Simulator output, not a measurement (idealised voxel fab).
You're looking at the process module voxel lift off.
Xsec cut, 285 nm wide, square cell size 5 nm.
Each cross-section below is a grid of square cells, stated as bands in top-down order, with one or more rows of cells making up each band.
Band: top and bottom heights (nm) first, top before bottom; then materials from left to right, widths in nm. "edge to edge" marks a sole material filling the band edge to edge. "air" denotes empty space.
Heights are measured from 0, the level below which the as-received wafer is all one material; the lowest band has no bottom and continues downward, written as in "z 0 and below".
Per-row width for "30 to 40": begins at first number (top row of band), ends at second number (bottom row), increment between rows held constant.
What does "all unchanged" mean for a step? It means no cell of the cross-section changed in that step.
Each empty space that has no open way to the top and spans at least 8 cells appears under "Completely sealed voids" as width x height at distance, the distance counted from the left edge, all in nm.
Formally, on a step line, whatever follows the settings is a remark that the simulator itself makes on the step.
"overlay nm", when on a step's line for a step with a mask, measures how far to the right of its planned place the mask lay; a negative measure means to the left.

# These are the steps we planned for the process
1) RECEIVE, material Si
2) CONFORMAL_DEP, material SiO2, thk nm 15
3) PATTERN, tone open, mask id LINES, material resist, width nm 15, pitch nm 40, thk nm 15, overlay nm 0
4) DIRECTIONAL_DEP, material Ru, thk nm 5
5) STRIP, etch materials resist
6) CONFORMAL_DEP, material SiCN, thk nm 10

# Run as planned: first of two wafers

# Step 1 complete: cross-section of the wafer as received
- z 0 and below | Si edge to edge
- Completely sealed voids: none

# Cross-sectional representation of the wafer at the conclusion of step 2
- z 15 to 0 | SiO2 edge to edge
- For the remainder of the cross-section, below 0, there is no change.

# Cross-sectional representation of the wafer at the conclusion of step 3
- z 30 to 15 | resist 75 nm / air 15 nm / resist 25 nm / air 15 nm / resist 25 nm / air 15 nm / resist 25 nm / air 15 nm / resist 75 nm
- For the remainder of the cross-section, below 15, there is no change.

# Cross-sectional representation of the wafer at the conclusion of step 4
- z 35 to 30 | Ru 75 nm / air 15 nm / Ru 25 nm / air 15 nm / Ru 25 nm / air 15 nm / Ru 25 nm / air 15 nm / Ru 75 nm
- z 30 to 20 | resist 75 nm / air 15 nm / resist 25 nm / air 15 nm / resist 25 nm / air 15 nm / resist 25 nm / air 15 nm / resist 75 nm
- z 20 to 15 | resist 75 nm / Ru 15 nm / resist 25 nm / Ru 15 nm / resist 25 nm / Ru 15 nm / resist 25 nm / Ru 15 nm / resist 75 nm
- For the remainder of the cross-section, below 15, there is no change.

# Cross-sectional representation of the wafer at the conclusion of step 5
- z 20 to 15 | air 75 nm / Ru 15 nm / air 25 nm / Ru 15 nm / air 25 nm / Ru 15 nm / air 25 nm / Ru 15 nm / air 75 nm
- For the remainder of the cross-section, below 15, there is no change.

# Cross-sectional representation of the wafer at the conclusion of step 6
- z 30 to 25 | air 65 nm / SiCN 35 nm / air 5 nm / SiCN 35 nm / air 5 nm / SiCN 35 nm / air 5 nm / SiCN 35 nm / air 65 nm
- z 25 to 20 | SiCN edge to edge
- z 20 to 15 | SiCN 75 nm / Ru 15 nm / SiCN 25 nm / Ru 15 nm / SiCN 25 nm / Ru 15 nm / SiCN 25 nm / Ru 15 nm / SiCN 75 nm
- For the remainder of the cross-section, below 15, there is no change.

# Companion wafer, the second of two: same beginning, same intended sequence, one mistake in carrying it out; through step 5 inclusive it tracks the first exactly

# Cross-sectional representation of the second wafer at the time designated in the plan for the completion of step 6
- z 35 to 30 | air 60 nm / SiCN 165 nm / air 60 nm
- z 30 to 20 | SiCN edge to edge
- z 20 to 15 | SiCN 75 nm / Ru 15 nm / SiCN 25 nm / Ru 15 nm / SiCN 25 nm / Ru 15 nm / SiCN 25 nm / Ru 15 nm / SiCN 75 nm
- For the remainder of the cross-section, below 15, there is no change.
Nonconformance to the process plan: in deviation from the planned setting, step 6 was conducted as CONFORMAL_DEP, material SiCN, thk nm 15
At the finish, the second wafer shows more or fewer cells for some materials than the first does: SiCN +62
